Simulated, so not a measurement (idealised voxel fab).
Presented below is a process module, voxel trench capacitor.
For reference, the cross-section in this document is cut, with width 200 nm and square cells of 5 nm.
Cross-section = grid of square cells, listed top down in bands; band = one or more rows. In this notation a band is specified by the heights of its top and bottom, in that order and in nm, after which its materials appear from left to right, each paired with its width in nm. The word "full width" attached to a single material means that material fills the band from edge to edge; the word "blank" stands for empty space. Height reference: 0 = level under which incoming wafer is all one material. Lowest band: no bottom, runs on downward, e.g. "top 0, no bottom". A width such as "30 to 40" changes by the same amount from each row of cells to the next, from the band's top row to its bottom row. A step reported as "left unchanged" is a step in which no cell of the cross-section changed. In "Internal closed voids" the enclosed voids are listed, meaning empty spaces of 8 cells or larger without any opening to the top. The form is width x height at distance, distance from the left edge, units nm. Step line, after settings: the simulator's comment on this step. overlay nm: mask right of planned place by this much (step with mask). Neg. = left.
**Planned step list for the process**
- 1: RECEIVE | material Si
- 2: CONFORMAL_DEP | material SiN | thk nm 10
- 3: DIRECTIONAL_DEP | material aC | thk nm 10
- 4: PATTERN | tone open | mask id TRENCH | material resist | width nm 15 | pitch nm 45 | thk nm 30 | overlay nm 0
- 5: DIRECTIONAL_ETCH | etch materials aC | depth nm 10
- 6: STRIP | etch materials resist
- 7: DIRECTIONAL_ETCH | etch materials SiN | depth nm 10
- 8: DIRECTIONAL_ETCH | etch materials Si | depth nm 35
- 9: STRIP | etch materials aC
- 10: CONFORMAL_DEP | material SiO2 | thk nm 5
- 11: FILL_DEP | material polySi | thk nm 10
- 12: CMP | height nm 10
Heads up: all these wafers start the same, and what changes between them is the width nm in step 4. The value you see in the plan is just what the first wafer got.
**The first of several wafers in cross-section, exactly as it reached us after step 1**
    top 0, no bottom | Si full width
    Internal closed voids: none
**Cross-section, first of several wafers, end of module, after last step 12**
    top 10, bottom 0 | SiN 25 nm, then SiO2 5 nm, then polySi 5 nm, then SiO2 5 nm, then SiN 30 nm, then SiO2 5 nm, then polySi 5 nm, then SiO2 5 nm, then SiN 30 nm, then SiO2 5 nm, then polySi 5 nm, then SiO2 5 nm, then SiN 30 nm, then SiO2 5 nm, then polySi 5 nm, then SiO2 5 nm, then SiN 25 nm
    top 0, bottom -30 | Si 25 nm, then SiO2 5 nm, then polySi 5 nm, then SiO2 5 nm, then Si 30 nm, then SiO2 5 nm, then polySi 5 nm, then SiO2 5 nm, then Si 30 nm, then SiO2 5 nm, then polySi 5 nm, then SiO2 5 nm, then Si 30 nm, then SiO2 5 nm, then polySi 5 nm, then SiO2 5 nm, then Si 25 nm
    top -30, bottom -35 | Si 25 nm, then SiO2 15 nm, then Si 30 nm, then SiO2 15 nm, then Si 30 nm, then SiO2 15 nm, then Si 30 nm, then SiO2 15 nm, then Si 25 nm
    top -35, no bottom | Si full width
    Internal closed voids: none
**Last-wafer cross-section at the end of the module**
    top 10, bottom 0 | SiN 20 nm, then SiO2 5 nm, then polySi 20 nm, then SiO2 5 nm, then SiN 15 nm, then SiO2 5 nm, then polySi 20 nm, then SiO2 5 nm, then SiN 15 nm, then SiO2 5 nm, then polySi 20 nm, then SiO2 5 nm, then SiN 15 nm, then SiO2 5 nm, then polySi 20 nm, then SiO2 5 nm, then SiN 15 nm
    top 0, bottom -30 | Si 20 nm, then SiO2 5 nm, then polySi 20 nm, then SiO2 5 nm, then Si 15 nm, then SiO2 5 nm, then polySi 20 nm, then SiO2 5 nm, then Si 15 nm, then SiO2 5 nm, then polySi 20 nm, then SiO2 5 nm, then Si 15 nm, then SiO2 5 nm, then polySi 20 nm, then SiO2 5 nm, then Si 15 nm
    top -30, bottom -35 | Si 20 nm, then SiO2 30 nm, then Si 15 nm, then SiO2 30 nm, then Si 15 nm, then SiO2 30 nm, then Si 15 nm, then SiO2 30 nm, then Si 15 nm
    top -35, no bottom | Si full width
    Internal closed voids: none
**The following table contains a row per wafer, in which are reported, at the conclusion of the module, the cells of each material gained (+) or lost (-) since the wafer's receipt, with its closed voids given thereafter**
width nm 15; -84 Si; +56 SiN; +76 SiO2; +32 polySi; Internal closed voids: none
width nm 20; -112 Si; +48 SiN; +80 SiO2; +64 polySi; Internal closed voids: none
width nm 25; -140 Si; +40 SiN; +84 SiO2; +96 polySi; Internal closed voids: none
width nm 30; -168 Si; +32 SiN; +88 SiO2; +128 polySi; Internal closed voids: none
